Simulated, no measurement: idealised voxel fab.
process module | voxel self aligned vias
cross-section cut | 240 nm wide | cells 5 nm
A cross-section is a grid of square cells, given in bands from the top down. A band is one or more rows of cells.
Each band's line starts with the height of the band's top and of its bottom, in nm. Then come its materials from left to right, each with its width in nm. One material with "throughout" fills the band from edge to edge. "air" is empty space.
Height 0 is the level under which the wafer as received is all one material. The lowest band goes on downwards, as in "0 down".
A width such as "30 to 40" changes by the same amount from each row of cells to the next, from the band's top row to its bottom row.
"no change" after a step means that no cell of the cross-section changed.
closed voids: empty space of 8 cells or more with no open way to the top, each as width x height at its distance from the left edge, in nm
after a step's settings: what the simulator itself notes on the step
overlay nm, on a step with a mask: how far to the right of its planned place the mask lay; to the left if negative
plan
1 op RECEIVE | material Si
2 op CONFORMAL_DEP | material SiO2 | thk nm 10
3 op CONFORMAL_DEP | material SiCN | thk nm 5
4 op DIRECTIONAL_DEP | material lowk | thk nm 25
5 op PATTERN | tone open | mask id LINES | material resist | width nm 25 | pitch nm 60 | thk nm 20 | overlay nm 0
6 op DIRECTIONAL_ETCH | etch materials lowk | depth nm 25
7 op STRIP | etch materials resist
8 op CONFORMAL_DEP | material TiN | thk nm 5
9 op FILL_DEP | material W | thk nm 5
10 op CMP | height nm 40
11 op SELECTIVE_ETCH | etch materials W Ru TiN | depth nm 10
12 op FILL_DEP | material SiN | thk nm 10
13 op CMP | height nm 40
14 op DIRECTIONAL_DEP | material lowk | thk nm 20
15 op DIRECTIONAL_DEP | material aC | thk nm 10
16 op PATTERN | tone open | mask id VIAS | material resist | width nm 45 | pitch nm 120 | thk nm 30 | overlay nm 0
17 op DIRECTIONAL_ETCH | etch materials aC | depth nm 10
18 op STRIP | etch materials resist
19 op DIRECTIONAL_ETCH | etch materials lowk | depth nm 20
20 op DIRECTIONAL_ETCH | etch materials SiN | depth nm 10
21 op STRIP | etch materials aC
22 op CONFORMAL_DEP | material TiN | thk nm 5
23 op FILL_DEP | material Cu | thk nm 5
24 op CMP | height nm 60
25 op CONFORMAL_DEP | material SiN | thk nm 5
as received, after step 1
  0 down: Si throughout
  closed voids: none
a wafer at the end: this start, this plan, one mistake
  65 to 60: SiN throughout
  60 to 45: lowk 35 | TiN 5 | Cu 35 | TiN 5 | lowk 75 | TiN 5 | Cu 35 | TiN 5 | lowk 40
  45 to 40: lowk 35 | TiN 15 | Cu 15 | TiN 15 | lowk 75 | TiN 15 | Cu 15 | TiN 15 | lowk 40
  40 to 35: lowk 45 | TiN 5 | Cu 15 | TiN 5 | lowk 35 | SiN 25 | lowk 35 | TiN 5 | Cu 15 | TiN 5 | lowk 50
  35 to 30: lowk 45 | TiN 25 | lowk 35 | SiN 25 | lowk 35 | TiN 25 | lowk 50
  30 to 20: lowk 45 | TiN 5 | W 15 | TiN 5 | lowk 35 | TiN 5 | W 15 | TiN 5 | lowk 35 | TiN 5 | W 15 | TiN 5 | lowk 50
  20 to 15: lowk 45 | TiN 25 | lowk 35 | TiN 25 | lowk 35 | TiN 25 | lowk 50
  15 to 5: SiO2 throughout
  5 to 0: SiCN throughout
  0 down: Si throughout
  closed voids: none
what went wrong: steps 2 and 3 were swapped
